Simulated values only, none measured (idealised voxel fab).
A process module follows: voxel self aligned vias.
Pictured: cross-section cut, 230 nm wide, on a grid of 5 nm square cells.
Notation: cross-section as square-cell grid; stated in bands, top first, going down; one or more cell rows per band. What a band's entry tells you: where the top is and where the bottom is, as heights in nm, and after that what lies inside, material by material from left to right, each with its width in nm. Empty space is written as the word "air", and a single material marked with the word "all across" occupies the band from edge to edge. Heads up on the height convention: 0 is the point under which the incoming wafer is all one material, and the lowest band has no bottom, it just keeps going down, like "z 0 and below". Graded width ("30 to 40"): value in top row of band = first number; value in bottom row = second number; row-to-row change constant. "no alterations made" -> step changed no cross-section cell. Empty spaces without an open route to the top, at least 8 cells in extent, make up the entry "Trapped cavities"; each is given as width x height at distance, where the distance is measured from the left edge, and all are in nm. Where a step's line continues beyond its settings, the continuation is a remark by the simulator itself on that step. Steps that use a mask can have "overlay nm" on their line. It says how far the mask sat to the right of where it was meant to be. Negative means to the left.

LIST OF PLANNED PROCESS STEPS
| 1 | op RECEIVE | material Si |
| 2 | op CONFORMAL_DEP | material SiO2 | thk nm 10 |
| 3 | op CONFORMAL_DEP | material SiCN | thk nm 5 |
| 4 | op DIRECTIONAL_DEP | material SiO2 | thk nm 30 |
| 5 | op DIRECTIONAL_DEP | material aC | thk nm 10 |
| 6 | op PATTERN | tone open | mask id LINES | material resist | width nm 30 | pitch nm 55 | thk nm 30 | overlay nm 0 |
| 7 | op DIRECTIONAL_ETCH | etch materials aC | depth nm 10 |
| 8 | op STRIP | etch materials resist |
| 9 | op DIRECTIONAL_ETCH | etch materials SiO2 | depth nm 30 |
| 10 | op STRIP | etch materials aC |
| 11 | op CONFORMAL_DEP | material TiN | thk nm 5 |
| 12 | op FILL_DEP | material Ru | thk nm 5 |
| 13 | op CMP | height nm 45 |
| 14 | op SELECTIVE_ETCH | etch materials W Ru TiN | depth nm 10 |
| 15 | op FILL_DEP | material SiN | thk nm 10 |
| 16 | op CMP | height nm 45 |
| 17 | op DIRECTIONAL_DEP | material SiO2 | thk nm 15 |
| 18 | op DIRECTIONAL_DEP | material aC | thk nm 10 |
| 19 | op PATTERN | tone open | mask id VIAS | material resist | width nm 40 | thk nm 30 | overlay nm 0 |
| 20 | op DIRECTIONAL_ETCH | etch materials aC | depth nm 10 |
| 21 | op STRIP | etch materials resist |
| 22 | op DIRECTIONAL_ETCH | etch materials SiO2 | depth nm 15 |
| 23 | op DIRECTIONAL_ETCH | etch materials SiN | depth nm 10 |
| 24 | op STRIP | etch materials aC |
| 25 | op CONFORMAL_DEP | material TiN | thk nm 5 |
| 26 | op FILL_DEP | material Cu | thk nm 5 |
| 27 | op CMP | height nm 60 |
| 28 | op CONFORMAL_DEP | material SiN | thk nm 5 |

AS-RECEIVED WAFER CROSS-SECTION (AFTER STEP 1)
> z 0 and below | Si all across
> Trapped cavities: none

FIRST OF TWO WAFERS: CROSS-SECTION AT END OF MODULE, RUN PER PLAN
> z 65 to 60 | SiN all across
> z 60 to 50 | SiO2 65; TiN 5; Cu 30; TiN 5; SiO2 125
> z 50 to 45 | SiO2 65; TiN 10; Cu 20; TiN 10; SiO2 125
> z 45 to 40 | SiO2 70; TiN 5; Cu 20; TiN 5; SiO2 25; SiN 30; SiO2 75
> z 40 to 35 | SiO2 70; TiN 30; SiO2 25; SiN 30; SiO2 75
> z 35 to 20 | SiO2 70; TiN 5; Ru 20; TiN 5; SiO2 25; TiN 5; Ru 20; TiN 5; SiO2 75
> z 20 to 15 | SiO2 70; TiN 30; SiO2 25; TiN 30; SiO2 75
> z 15 to 10 | SiCN all across
> z 10 to 0 | SiO2 all across
> z 0 and below | Si all across
> Trapped cavities: none

CROSS-SECTIONAL VIEW OF THE SECOND OF TWO WAFERS UPON COMPLETION OF THE MODULE. THIS WAFER SHARED ITS STARTING CONDITION AND PROCESS PLAN WITH THE FIRST; ONE ERROR WAS MADE DURING ITS EXECUTION
> z 65 to 60 | SiN all across
> z 60 to 45 | SiO2 65; TiN 5; Cu 30; TiN 5; SiO2 125
> z 45 to 40 | SiO2 65; TiN 10; Cu 20; TiN 10; SiO2 20; SiN 30; SiO2 75
> z 40 to 35 | SiO2 70; TiN 30; SiO2 25; SiN 30; SiO2 75
> z 35 to 20 | SiO2 70; TiN 5; Ru 20; TiN 5; SiO2 25; TiN 5; Ru 20; TiN 5; SiO2 75
> z 20 to 15 | SiO2 70; TiN 30; SiO2 25; TiN 30; SiO2 75
> z 15 to 10 | SiCN all across
> z 10 to 0 | SiO2 all across
> z 0 and below | Si all across
> Trapped cavities: none
Heads up, the wafer didn't run the way we planned it: step 22 was not run as planned; what actually ran was op DIRECTIONAL_ETCH | etch materials SiO2 | depth nm 20
The final cell counts differ between the wafers, with the second having more or fewer of some materials than the first: Cu: 2 more; SiO2: 2 fewer
